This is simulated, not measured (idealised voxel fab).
Process module heading - voxel wiring stack
Section cut is 290 nm wide and gridded with 5 nm square cells.
Square cells in a grid make up a cross-section in this document, and the grid is given as bands, listed from the top down, each one or more rows of cells. A band entry consists of two parts. The first gives the height of the band's top and the height of its bottom, in nm. The rest lists the band's materials from left to right, each with its width in nm. A single material labelled with the word "full width" fills the band from edge to edge, and the word "empty" marks empty space. Heights from 0 (as-received wafer is one material below). Bottom band endless downward, as "from 0 down". Width "30 to 40": first value at the band's top row of cells, second value at its bottom row, equal change from row to row. Take "changes: none" at face value: in the step it is given for, the cross-section changed in none of its cells. In "Closed cavity list" the enclosed voids are listed, meaning empty spaces of 8 cells or larger without any opening to the top. The form is width x height at distance, distance from the left edge, units nm. Text after the settings on a step's line: the simulator's own remark on that step. overlay nm: on a step with a mask, how far right of its planned place the mask lay; negative means left.

Process steps - plan
| 1 | RECEIVE: material Si |
| 2 | CONFORMAL_DEP: material SiO2, thk nm 10 |
| 3 | CONFORMAL_DEP: material SiCN, thk nm 5 |
| 4 | DIRECTIONAL_DEP: material lowk, thk nm 15 |
| 5 | MASKED_ETCH: tone open, mask id METAL_1, width nm 25, pitch nm 50, etch materials lowk, depth nm 15, overlay nm 0 |
| 6 | MASKED_ETCH: tone open, mask id METAL_1, width nm 25, pitch nm 50, etch materials SiCN, depth nm 5, overlay nm 0 |
| 7 | CONFORMAL_DEP: material TiN, thk nm 5 |
| 8 | FILL_DEP: material Ru, thk nm 5 |
| 9 | CMP: height nm 30 |
| 10 | CONFORMAL_DEP: material SiCN, thk nm 5 |
| 11 | DIRECTIONAL_DEP: material SiO2, thk nm 20 |
| 12 | PATTERN: tone open, mask id PLUG_1, material resist, width nm 15, pitch nm 50, thk nm 15, overlay nm 0 |
| 13 | DIRECTIONAL_ETCH: etch materials SiO2, depth nm 20 |
| 14 | DIRECTIONAL_ETCH: etch materials SiCN, depth nm 5 |
| 15 | STRIP: etch materials resist |
| 16 | CONFORMAL_DEP: material TiN, thk nm 5 |
| 17 | FILL_DEP: material W, thk nm 5 |
| 18 | CMP: height nm 55 |
| 19 | CONFORMAL_DEP: material SiCN, thk nm 5 |
| 20 | DIRECTIONAL_DEP: material SiO2, thk nm 20 |
| 21 | PATTERN: tone open, mask id METAL_2, material resist, width nm 25, pitch nm 50, thk nm 15, overlay nm 0 |
| 22 | DIRECTIONAL_ETCH: etch materials SiO2, depth nm 20 |
| 23 | DIRECTIONAL_ETCH: etch materials SiCN, depth nm 5 |
| 24 | STRIP: etch materials resist |
| 25 | CONFORMAL_DEP: material TiN, thk nm 5 |
| 26 | FILL_DEP: material Cu, thk nm 5 |
| 27 | CMP: height nm 80 |
| 28 | CONFORMAL_DEP: material SiCN, thk nm 5 |

Wafer cross-section on receipt, i.e. after step 1
    from 0 down: Si full width
    Closed cavity list: none

Same starting wafer, same plan as above, one mistake in the execution; this is the cross-section at the end of the module
    from 85 to 80: SiCN full width
    from 80 to 60: SiO2: 105; TiN: 5; SiCN: 15; TiN: 5; SiO2: 25; TiN: 5; SiCN: 15; TiN: 5; SiO2: 110
    from 60 to 55: SiCN: 105; TiN: 25; SiCN: 25; TiN: 25; SiCN: 110
    from 55 to 35: SiO2: 105; TiN: 5; W: 5; TiN: 5; SiO2: 35; TiN: 5; W: 5; TiN: 5; SiO2: 120
    from 35 to 30: SiCN: 105; TiN: 15; SiCN: 35; TiN: 15; SiCN: 120
    from 30 to 15: lowk: 105; TiN: 5; Ru: 15; TiN: 5; lowk: 25; TiN: 5; Ru: 15; TiN: 5; lowk: 110
    from 15 to 10: SiCN: 105; TiN: 25; SiCN: 25; TiN: 25; SiCN: 110
    from 10 to 0: SiO2 full width
    from 0 down: Si full width
    Closed cavity list: none
It is concluded that the wafer was processed incorrectly with respect to the plan, in that heads up, step 26 didn't go per plan, it actually ran as FILL_DEP: material SiCN, thk nm 5
